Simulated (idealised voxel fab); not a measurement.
A process module follows: voxel fin reveal.
FYI the section here is cut, 160 nm wide, cells are 5 nm squares.
Throughout this document, each cross-section is represented as a grid of square cells and is presented as a sequence of bands enumerated from the top downward, where a band comprises one or more rows of cells. Read a band's entry like this: the first values are the height of its top and the height of its bottom in nm, and what follows is the sequence of materials from left to right, each with its width in nm. Note that "empty" is empty space, and that a single material marked "full width" reaches across the band from edge to edge. The level at which height equals 0 is the one under which the wafer, as it arrives, is entirely one material. No lower edge exists for the bottom band, which continues downward and is notated as in "top 0, no bottom". Read "30->40" as a graded width: first number on top, second number at the bottom, same change between each pair of neighbouring rows. Reading "remains unaltered" for a step: not a cell of the cross-section changed in it. "Trapped voids" specifies each empty space that is not open to the top and that occupies no fewer than 8 cells, using the form width x height at distance, the distance measured from the left edge and all three quantities in nm. Past the settings on a step's line: simulator remark, on that step. You can add "overlay nm" to a step's line. For a step with a mask, it describes how far the mask lay to the right of its planned position, and a negative number describes a lay to the left.

PROCESS STEPS (PLANNED)
1,RECEIVE, material Si
2,CONFORMAL_DEP, material SiN, thk nm 5
3,PATTERN, tone cover, mask id FINS, material resist, width nm 15, pitch nm 35, thk nm 20, overlay nm 0
4,DIRECTIONAL_ETCH, etch materials SiN, depth nm 5
5,DIRECTIONAL_ETCH, etch materials Si, depth nm 40
6,STRIP, etch materials resist
7,FILL_DEP, material SiO2, thk nm 15
8,CMP, height nm 5
9,SELECTIVE_ETCH, etch materials SiO2, depth nm 35
10,STRIP, etch materials SiN

WAFER, FIRST OF TWO, RUN AS PLANNED

RECEIVED-STATE CROSS-SECTION, REFLECTING COMPLETION OF STEP 1
* top 0, no bottom = Si full width
* Trapped voids: none

WAFER AFTER STEP 2 (CROSS-SECTION)
* top 5, bottom 0 = SiN full width
* Note: structure below 0 unchanged.

WAFER AFTER STEP 3 (CROSS-SECTION)
* top 25, bottom 5 = empty: 35 | resist: 15 | empty: 20 | resist: 15 | empty: 20 | resist: 15 | empty: 40
* Note: structure below 5 unchanged.

WAFER AFTER STEP 4 (CROSS-SECTION)
* top 25, bottom 5 = empty: 35 | resist: 15 | empty: 20 | resist: 15 | empty: 20 | resist: 15 | empty: 40
* top 5, bottom 0 = empty: 35 | SiN: 15 | empty: 20 | SiN: 15 | empty: 20 | SiN: 15 | empty: 40
* Note: structure below 0 unchanged.

WAFER AFTER STEP 5 (CROSS-SECTION)
* top 25, bottom 5 = empty: 35 | resist: 15 | empty: 20 | resist: 15 | empty: 20 | resist: 15 | empty: 40
* top 5, bottom 0 = empty: 35 | SiN: 15 | empty: 20 | SiN: 15 | empty: 20 | SiN: 15 | empty: 40
* top 0, bottom -40 = empty: 35 | Si: 15 | empty: 20 | Si: 15 | empty: 20 | Si: 15 | empty: 40
* Note: structure below -40 unchanged.

WAFER AFTER STEP 6 (CROSS-SECTION)
* top 5, bottom 0 = empty: 35 | SiN: 15 | empty: 20 | SiN: 15 | empty: 20 | SiN: 15 | empty: 40
* Note: structure below 0 unchanged.

WAFER AFTER STEP 7 (CROSS-SECTION)
* top 20, bottom 5 = SiO2 full width
* top 5, bottom 0 = SiO2: 35 | SiN: 15 | SiO2: 20 | SiN: 15 | SiO2: 20 | SiN: 15 | SiO2: 40
* top 0, bottom -40 = SiO2: 35 | Si: 15 | SiO2: 20 | Si: 15 | SiO2: 20 | Si: 15 | SiO2: 40
* Note: structure below -40 unchanged.

WAFER AFTER STEP 8 (CROSS-SECTION)
* top 5, bottom 0 = SiO2: 35 | SiN: 15 | SiO2: 20 | SiN: 15 | SiO2: 20 | SiN: 15 | SiO2: 40
* Note: structure below 0 unchanged.

WAFER AFTER STEP 9 (CROSS-SECTION)
* top 5, bottom 0 = empty: 35 | SiN: 15 | empty: 20 | SiN: 15 | empty: 20 | SiN: 15 | empty: 40
* top 0, bottom -30 = empty: 35 | Si: 15 | empty: 20 | Si: 15 | empty: 20 | Si: 15 | empty: 40
* Note: structure below -30 unchanged.

WAFER AFTER STEP 10 (CROSS-SECTION)
* top 0, bottom -30 = empty: 35 | Si: 15 | empty: 20 | Si: 15 | empty: 20 | Si: 15 | empty: 40
* Note: structure below -30 unchanged.

SECOND WAFER - SHARED START AND PLAN WITH THE FIRST - ONE ERROR IN RUNNING - SAME AS THE FIRST UP TO STEP 2 INCLUSIVE

THE SECOND WAFER CUT THROUGH, AT THE TIME STEP 3 WAS SUPPOSED TO BE FINISHED
* top 25, bottom 5 = empty: 35 | resist: 20 | empty: 15 | resist: 20 | empty: 15 | resist: 20 | empty: 35
* Note: structure below 5 unchanged.

THE SECOND WAFER CUT THROUGH, AT THE TIME STEP 4 WAS SUPPOSED TO BE FINISHED
* top 25, bottom 5 = empty: 35 | resist: 20 | empty: 15 | resist: 20 | empty: 15 | resist: 20 | empty: 35
* top 5, bottom 0 = empty: 35 | SiN: 20 | empty: 15 | SiN: 20 | empty: 15 | SiN: 20 | empty: 35
* Note: structure below 0 unchanged.

THE SECOND WAFER CUT THROUGH, AT THE TIME STEP 5 WAS SUPPOSED TO BE FINISHED
* top 25, bottom 5 = empty: 35 | resist: 20 | empty: 15 | resist: 20 | empty: 15 | resist: 20 | empty: 35
* top 5, bottom 0 = empty: 35 | SiN: 20 | empty: 15 | SiN: 20 | empty: 15 | SiN: 20 | empty: 35
* top 0, bottom -40 = empty: 35 | Si: 20 | empty: 15 | Si: 20 | empty: 15 | Si: 20 | empty: 35
* Note: structure below -40 unchanged.

THE SECOND WAFER CUT THROUGH, AT THE TIME STEP 6 WAS SUPPOSED TO BE FINISHED
* top 5, bottom 0 = empty: 35 | SiN: 20 | empty: 15 | SiN: 20 | empty: 15 | SiN: 20 | empty: 35
* Note: structure below 0 unchanged.

THE SECOND WAFER CUT THROUGH, AT THE TIME STEP 7 WAS SUPPOSED TO BE FINISHED
* top 20, bottom 5 = SiO2 full width
* top 5, bottom 0 = SiO2: 35 | SiN: 20 | SiO2: 15 | SiN: 20 | SiO2: 15 | SiN: 20 | SiO2: 35
* top 0, bottom -40 = SiO2: 35 | Si: 20 | SiO2: 15 | Si: 20 | SiO2: 15 | Si: 20 | SiO2: 35
* Note: structure below -40 unchanged.

THE SECOND WAFER CUT THROUGH, AT THE TIME STEP 8 WAS SUPPOSED TO BE FINISHED
* top 5, bottom 0 = SiO2: 35 | SiN: 20 | SiO2: 15 | SiN: 20 | SiO2: 15 | SiN: 20 | SiO2: 35
* Note: structure below 0 unchanged.

THE SECOND WAFER CUT THROUGH, AT THE TIME STEP 9 WAS SUPPOSED TO BE FINISHED
* top 5, bottom 0 = empty: 35 | SiN: 20 | empty: 15 | SiN: 20 | empty: 15 | SiN: 20 | empty: 35
* top 0, bottom -30 = empty: 35 | Si: 20 | empty: 15 | Si: 20 | empty: 15 | Si: 20 | empty: 35
* Note: structure below -30 unchanged.

THE SECOND WAFER CUT THROUGH, AT THE TIME STEP 10 WAS SUPPOSED TO BE FINISHED
* top 0, bottom -30 = empty: 35 | Si: 20 | empty: 15 | Si: 20 | empty: 15 | Si: 20 | empty: 35
* Note: structure below -30 unchanged.
So what did we get wrong on this run? step 3 went in with a setting other than planned; the actual run was PATTERN, tone cover, mask id FINS, material resist, width nm 20, pitch nm 35, thk nm 20, overlay nm 0
The final cell counts differ between the wafers, with the second having more or fewer of some materials than the first: 24 more of Si | 6 fewer of SiO2
